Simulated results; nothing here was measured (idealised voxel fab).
process module | voxel fin reveal
cross-section cut | 190 nm wide | cells 5 nm
A cross-section is a grid of square cells, given in bands from the top down. A band is one or more rows of cells.
Each band's line starts with the height of the band's top and of its bottom, in nm. Then come its materials from left to right, each with its width in nm. One material with "throughout" fills the band from edge to edge. "air" is empty space.
Height 0 is the level under which the wafer as received is all one material. The lowest band goes on downwards, as in "0 down".
A width such as "30 to 40" changes by the same amount from each row of cells to the next, from the band's top row to its bottom row.
"no change" after a step means that no cell of the cross-section changed.
closed voids: empty space of 8 cells or more with no open way to the top, each as width x height at its distance from the left edge, in nm
after a step's settings: what the simulator itself notes on the step
overlay nm, on a step with a mask: how far to the right of its planned place the mask lay; to the left if negative
plan
1 op RECEIVE | material Si
2 op CONFORMAL_DEP | material SiN | thk nm 5
3 op MASKED_ETCH | tone cover | mask id FINS | width nm 15 | pitch nm 45 | etch materials SiN | depth nm 5 | overlay nm 0
4 op MASKED_ETCH | tone cover | mask id FINS | width nm 15 | pitch nm 45 | etch materials Si | depth nm 40 | overlay nm 0
5 op FILL_DEP | material SiO2 | thk nm 15
6 op CMP | height nm 5
7 op SELECTIVE_ETCH | etch materials SiO2 | depth nm 35
8 op STRIP | etch materials SiN
as received, after step 1
  0 down: Si throughout
  closed voids: none
a wafer at the end: this start, this plan, one mistake
  0 to -30: air 65 | Si 15 | air 30 | Si 15 | air 65
  -30 to -35: SiO2 30 | air 35 | Si 15 | air 30 | Si 15 | air 35 | SiO2 30
  -35 to -40: SiO2 65 | Si 15 | SiO2 30 | Si 15 | SiO2 65
  -40 down: Si throughout
  closed voids: none
what went wrong: steps 7 and 8 were swapped
